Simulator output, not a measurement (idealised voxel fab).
This section sets out a process module, namely voxel fin reveal.
Shown is cross-section cut, with a width of 200 nm and square cells of size 5 nm.
Cross-section format: a grid of square cells, given as bands from top to bottom; each band is one or more rows of cells. Band: top and bottom heights (nm) first, top before bottom; then materials from left to right, widths in nm. "full width" marks a sole material filling the band edge to edge. "blank" denotes empty space. Heights are reckoned from 0. Under this level, the received wafer is all of one material. The bottommost band is open-ended downward, for example "z 0 and below". Per-row width for "30->40": begins at first number (top row of band), ends at second number (bottom row), increment between rows held constant. The designation "remained the same", where it is given for a processing step, indicates that no cell of the cross-section was altered in the course of that step. "Listed closed voids": sealed empty spaces, 8 cells or more, no open way to top, listed width x height at distance, with distance from the left edge and width, height and distance in nm. Step line, after settings: the simulator's comment on this step. The "overlay nm" setting may appear on a step's line; for a step that uses a mask, it gives how far to the right of its planned position the mask lay, and a negative value indicates the left.
-- This section lists the process steps that were planned
step 1: RECEIVE [material Si]
step 2: CONFORMAL_DEP [material SiN] [thk nm 10]
step 3: MASKED_ETCH [tone cover] [mask id FINS] [width nm 15] [pitch nm 45] [etch materials SiN] [depth nm 10] [overlay nm 0]
step 4: MASKED_ETCH [tone cover] [mask id FINS] [width nm 15] [pitch nm 45] [etch materials Si] [depth nm 40] [overlay nm 0]
step 5: OXIDIZE [depth nm 5]
step 6: FILL_DEP [material SiO2] [thk nm 10]
step 7: CMP [height nm 10]
step 8: SELECTIVE_ETCH [etch materials SiO2] [depth nm 40]
step 9: STRIP [etch materials SiN]
-- First wafer, two in total, run as planned
-- Cross-section, incoming material, after step 1
* z 0 and below  Si full width
* Listed closed voids: none
-- Once step 2 is through, the wafer looks like this in cross-section
* z 10 to 0  SiN full width
* Whatever lies below 0 is exactly as it was before.
-- Once step 3 is through, the wafer looks like this in cross-section
* z 10 to 0  blank 70, then SiN 15, then blank 30, then SiN 15, then blank 70
* Whatever lies below 0 is exactly as it was before.
-- Once step 4 is through, the wafer looks like this in cross-section
* z 10 to 0  blank 70, then SiN 15, then blank 30, then SiN 15, then blank 70
* z 0 to -40  blank 70, then Si 15, then blank 30, then Si 15, then blank 70
* Whatever lies below -40 is exactly as it was before.
-- Once step 5 is through, the wafer looks like this in cross-section
* z 10 to 0  blank 70, then SiN 15, then blank 30, then SiN 15, then blank 70
* z 0 to -40  blank 70, then SiO2 5, then Si 5, then SiO2 5, then blank 30, then SiO2 5, then Si 5, then SiO2 5, then blank 70
* z -40 to -45  SiO2 75, then Si 5, then SiO2 40, then Si 5, then SiO2 75
* Whatever lies below -45 is exactly as it was before.
-- Once step 6 is through, the wafer looks like this in cross-section
* z 20 to 10  SiO2 full width
* z 10 to 0  SiO2 70, then SiN 15, then SiO2 30, then SiN 15, then SiO2 70
* z 0 to -45  SiO2 75, then Si 5, then SiO2 40, then Si 5, then SiO2 75
* Whatever lies below -45 is exactly as it was before.
-- Once step 7 is through, the wafer looks like this in cross-section
* z 10 to 0  SiO2 70, then SiN 15, then SiO2 30, then SiN 15, then SiO2 70
* Whatever lies below 0 is exactly as it was before.
-- Once step 8 is through, the wafer looks like this in cross-section
* z 10 to 0  blank 70, then SiN 15, then blank 30, then SiN 15, then blank 70
* z 0 to -30  blank 75, then Si 5, then blank 40, then Si 5, then blank 75
* Whatever lies below -30 is exactly as it was before.
-- Once step 9 is through, the wafer looks like this in cross-section
* z 0 to -30  blank 75, then Si 5, then blank 40, then Si 5, then blank 75
* Whatever lies below -30 is exactly as it was before.
-- Second of two: same start, same plan, one run error; steps up to and including 3 match the first
-- Look at the second wafer in cross-section at the time step 4 ought to have finished
* z 10 to 0  blank 70, then SiN 15, then blank 30, then SiN 15, then blank 70
* z 0 to -35  blank 70, then Si 15, then blank 30, then Si 15, then blank 70
* Whatever lies below -35 is exactly as it was before.
-- Look at the second wafer in cross-section at the time step 5 ought to have finished
* z 10 to 0  blank 70, then SiN 15, then blank 30, then SiN 15, then blank 70
* z 0 to -35  blank 70, then SiO2 5, then Si 5, then SiO2 5, then blank 30, then SiO2 5, then Si 5, then SiO2 5, then blank 70
* z -35 to -40  SiO2 75, then Si 5, then SiO2 40, then Si 5, then SiO2 75
* Whatever lies below -40 is exactly as it was before.
-- Look at the second wafer in cross-section at the time step 6 ought to have finished
* z 20 to 10  SiO2 full width
* z 10 to 0  SiO2 70, then SiN 15, then SiO2 30, then SiN 15, then SiO2 70
* z 0 to -40  SiO2 75, then Si 5, then SiO2 40, then Si 5, then SiO2 75
* Whatever lies below -40 is exactly as it was before.
-- Look at the second wafer in cross-section at the time step 7 ought to have finished
* z 10 to 0  SiO2 70, then SiN 15, then SiO2 30, then SiN 15, then SiO2 70
* Whatever lies below 0 is exactly as it was before.
-- Look at the second wafer in cross-section at the time step 8 ought to have finished
* z 10 to 0  blank 70, then SiN 15, then blank 30, then SiN 15, then blank 70
* z 0 to -30  blank 75, then Si 5, then blank 40, then Si 5, then blank 75
* Whatever lies below -30 is exactly as it was before.
-- Look at the second wafer in cross-section at the time step 9 ought to have finished
* z 0 to -30  blank 75, then Si 5, then blank 40, then Si 5, then blank 75
* Whatever lies below -30 is exactly as it was before.
In executing the process, a mistake was made relative to the plan: step 4 ran with different settings than intended, the actual operation and settings being MASKED_ETCH [tone cover] [mask id FINS] [width nm 15] [pitch nm 45] [etch materials Si] [depth nm 35] [overlay nm 0]
Final cells, second wafer relative to first, materials higher or lower: +38 Si | -38 SiO2
